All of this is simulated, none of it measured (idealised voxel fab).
process module | voxel wiring stack
cross-section cut | 235 nm wide | cells 5 nm
A cross-section is a grid of square cells, given in bands from the top down. A band is one or more rows of cells.
Each band's line starts with the height of the band's top and of its bottom, in nm. Then come its materials from left to right, each with its width in nm. One material with "throughout" fills the band from edge to edge. "air" is empty space.
Height 0 is the level under which the wafer as received is all one material. The lowest band goes on downwards, as in "0 down".
A width such as "30 to 40" changes by the same amount from each row of cells to the next, from the band's top row to its bottom row.
"no change" after a step means that no cell of the cross-section changed.
closed voids: empty space of 8 cells or more with no open way to the top, each as width x height at its distance from the left edge, in nm
after a step's settings: what the simulator itself notes on the step
overlay nm, on a step with a mask: how far to the right of its planned place the mask lay; to the left if negative
plan
1 op RECEIVE | material Si
2 op CONFORMAL_DEP | material SiO2 | thk nm 15
3 op DIRECTIONAL_DEP | material TiN | thk nm 5
4 op DIRECTIONAL_DEP | material Ru | thk nm 25
5 op MASKED_ETCH | tone cover | mask id METAL_1 | width nm 20 | pitch nm 45 | etch materials Ru | depth nm 25 | overlay nm 0
6 op MASKED_ETCH | tone cover | mask id METAL_1 | width nm 20 | pitch nm 45 | etch materials TiN | depth nm 5 | overlay nm 0
7 op FILL_DEP | material SiO2 | thk nm 10
8 op CMP | height nm 45
9 op CONFORMAL_DEP | material SiCN | thk nm 5
10 op DIRECTIONAL_DEP | material lowk | thk nm 10
11 op DIRECTIONAL_DEP | material aC | thk nm 15
12 op PATTERN | tone open | mask id PLUG_1 | material resist | width nm 15 | pitch nm 90 | thk nm 35 | overlay nm 0
13 op DIRECTIONAL_ETCH | etch materials aC | depth nm 15
14 op STRIP | etch materials resist
15 op DIRECTIONAL_ETCH | etch materials lowk | depth nm 10
16 op DIRECTIONAL_ETCH | etch materials SiCN | depth nm 5
17 op STRIP | etch materials aC
18 op CONFORMAL_DEP | material TiN | thk nm 5
19 op FILL_DEP | material Cu | thk nm 10
20 op CMP | height nm 60
21 op DIRECTIONAL_DEP | material TiN | thk nm 5
22 op DIRECTIONAL_DEP | material W | thk nm 15
23 op MASKED_ETCH | tone cover | mask id METAL_2 | width nm 20 | pitch nm 45 | etch materials W | depth nm 15 | overlay nm 0
24 op MASKED_ETCH | tone cover | mask id METAL_2 | width nm 20 | pitch nm 45 | etch materials TiN | depth nm 5 | overlay nm 0
25 op CONFORMAL_DEP | material SiCN | thk nm 5
26 op FILL_DEP | material lowk | thk nm 10
27 op CMP | height nm 80
28 op CONFORMAL_DEP | material SiN | thk nm 5
first wafer, as planned
as received, after step 1
  0 down: Si throughout
  closed voids: none
after step 2
  15 to 0: SiO2 throughout
  below 0: unchanged
after step 3
  20 to 15: TiN throughout
  below 15: unchanged
after step 4
  45 to 20: Ru throughout
  below 20: unchanged
after step 5
  45 to 20: air 40 | Ru 20 | air 25 | Ru 20 | air 25 | Ru 20 | air 25 | Ru 20 | air 40
  below 20: unchanged
after step 6
  45 to 20: air 40 | Ru 20 | air 25 | Ru 20 | air 25 | Ru 20 | air 25 | Ru 20 | air 40
  20 to 15: air 40 | TiN 20 | air 25 | TiN 20 | air 25 | TiN 20 | air 25 | TiN 20 | air 40
  below 15: unchanged
after step 7
  55 to 45: SiO2 throughout
  45 to 20: SiO2 40 | Ru 20 | SiO2 25 | Ru 20 | SiO2 25 | Ru 20 | SiO2 25 | Ru 20 | SiO2 40
  20 to 15: SiO2 40 | TiN 20 | SiO2 25 | TiN 20 | SiO2 25 | TiN 20 | SiO2 25 | TiN 20 | SiO2 40
  below 15: unchanged
after step 8
  45 to 20: SiO2 40 | Ru 20 | SiO2 25 | Ru 20 | SiO2 25 | Ru 20 | SiO2 25 | Ru 20 | SiO2 40
  below 20: unchanged
after step 9
  50 to 45: SiCN throughout
  below 45: unchanged
after step 10
  60 to 50: lowk throughout
  below 50: unchanged
after step 11
  75 to 60: aC throughout
  below 60: unchanged
after step 12
  110 to 75: resist 40 | air 15 | resist 75 | air 15 | resist 90
  below 75: unchanged
after step 13
  95 to 75: resist 40 | air 15 | resist 75 | air 15 | resist 90
  75 to 60: aC 40 | air 15 | aC 75 | air 15 | aC 90
  below 60: unchanged
after step 14
  75 to 60: aC 40 | air 15 | aC 75 | air 15 | aC 90
  below 60: unchanged
after step 15
  75 to 60: aC 40 | air 15 | aC 75 | air 15 | aC 90
  60 to 50: lowk 40 | air 15 | lowk 75 | air 15 | lowk 90
  below 50: unchanged
after step 16
  75 to 60: aC 40 | air 15 | aC 75 | air 15 | aC 90
  60 to 50: lowk 40 | air 15 | lowk 75 | air 15 | lowk 90
  50 to 45: SiCN 40 | air 15 | SiCN 75 | air 15 | SiCN 90
  below 45: unchanged
after step 17
  60 to 50: lowk 40 | air 15 | lowk 75 | air 15 | lowk 90
  below 50: unchanged
after step 18
  65 to 60: TiN 45 | air 5 | TiN 85 | air 5 | TiN 95
  60 to 50: lowk 40 | TiN 5 | air 5 | TiN 5 | lowk 75 | TiN 5 | air 5 | TiN 5 | lowk 90
  50 to 45: SiCN 40 | TiN 15 | SiCN 75 | TiN 15 | SiCN 90
  below 45: unchanged
after step 19
  75 to 65: Cu throughout
  65 to 60: TiN 45 | Cu 5 | TiN 85 | Cu 5 | TiN 95
  60 to 50: lowk 40 | TiN 5 | Cu 5 | TiN 5 | lowk 75 | TiN 5 | Cu 5 | TiN 5 | lowk 90
  below 50: unchanged
after step 20
  60 to 50: lowk 40 | TiN 5 | Cu 5 | TiN 5 | lowk 75 | TiN 5 | Cu 5 | TiN 5 | lowk 90
  below 50: unchanged
after step 21
  65 to 60: TiN throughout
  below 60: unchanged
after step 22
  80 to 65: W throughout
  below 65: unchanged
after step 23
  80 to 65: air 40 | W 20 | air 25 | W 20 | air 25 | W 20 | air 25 | W 20 | air 40
  below 65: unchanged
after step 24
  80 to 65: air 40 | W 20 | air 25 | W 20 | air 25 | W 20 | air 25 | W 20 | air 40
  65 to 60: air 40 | TiN 20 | air 25 | TiN 20 | air 25 | TiN 20 | air 25 | TiN 20 | air 40
  below 60: unchanged
after step 25
  85 to 80: air 35 | SiCN 30 | air 15 | SiCN 30 | air 15 | SiCN 30 | air 15 | SiCN 30 | air 35
  80 to 65: air 35 | SiCN 5 | W 20 | SiCN 5 | air 15 | SiCN 5 | W 20 | SiCN 5 | air 15 | SiCN 5 | W 20 | SiCN 5 | air 15 | SiCN 5 | W 20 | SiCN 5 | air 35
  65 to 60: SiCN 40 | TiN 20 | SiCN 25 | TiN 20 | SiCN 25 | TiN 20 | SiCN 25 | TiN 20 | SiCN 40
  below 60: unchanged
after step 26
  95 to 85: lowk throughout
  85 to 80: lowk 35 | SiCN 30 | lowk 15 | SiCN 30 | lowk 15 | SiCN 30 | lowk 15 | SiCN 30 | lowk 35
  80 to 65: lowk 35 | SiCN 5 | W 20 | SiCN 5 | lowk 15 | SiCN 5 | W 20 | SiCN 5 | lowk 15 | SiCN 5 | W 20 | SiCN 5 | lowk 15 | SiCN 5 | W 20 | SiCN 5 | lowk 35
  below 65: unchanged
after step 27
  80 to 65: lowk 35 | SiCN 5 | W 20 | SiCN 5 | lowk 15 | SiCN 5 | W 20 | SiCN 5 | lowk 15 | SiCN 5 | W 20 | SiCN 5 | lowk 15 | SiCN 5 | W 20 | SiCN 5 | lowk 35
  below 65: unchanged
after step 28
  85 to 80: SiN throughout
  below 80: unchanged
second wafer: like start, like plan, one mistake. Through step 22 it matches the first wafer
when step 23 should have ended
  80 to 65: W 40 | air 20 | W 25 | air 20 | W 25 | air 20 | W 25 | air 20 | W 40
  below 65: unchanged
when step 24 should have ended: no change
when step 25 should have ended
  85 to 80: SiCN 45 | air 10 | SiCN 35 | air 10 | SiCN 35 | air 10 | SiCN 35 | air 10 | SiCN 45
  80 to 70: W 40 | SiCN 5 | air 10 | SiCN 5 | W 25 | SiCN 5 | air 10 | SiCN 5 | W 25 | SiCN 5 | air 10 | SiCN 5 | W 25 | SiCN 5 | air 10 | SiCN 5 | W 40
  70 to 65: W 40 | SiCN 20 | W 25 | SiCN 20 | W 25 | SiCN 20 | W 25 | SiCN 20 | W 40
  below 65: unchanged
when step 26 should have ended
  95 to 85: lowk throughout
  85 to 80: SiCN 45 | lowk 10 | SiCN 35 | lowk 10 | SiCN 35 | lowk 10 | SiCN 35 | lowk 10 | SiCN 45
  80 to 70: W 40 | SiCN 5 | lowk 10 | SiCN 5 | W 25 | SiCN 5 | lowk 10 | SiCN 5 | W 25 | SiCN 5 | lowk 10 | SiCN 5 | W 25 | SiCN 5 | lowk 10 | SiCN 5 | W 40
  below 70: unchanged
when step 27 should have ended
  80 to 70: W 40 | SiCN 5 | lowk 10 | SiCN 5 | W 25 | SiCN 5 | lowk 10 | SiCN 5 | W 25 | SiCN 5 | lowk 10 | SiCN 5 | W 25 | SiCN 5 | lowk 10 | SiCN 5 | W 40
  below 70: unchanged
when step 28 should have ended
  85 to 80: SiN throughout
  below 80: unchanged
what went wrong: step 23 ran as: op MASKED_ETCH | tone open | mask id METAL_2 | width nm 20 | pitch nm 45 | etch materials W | depth nm 15 | overlay nm 0
at the end the second wafer has, in cells: 23 fewer of SiCN | 31 more of TiN | 45 more of W | 53 fewer of lowk
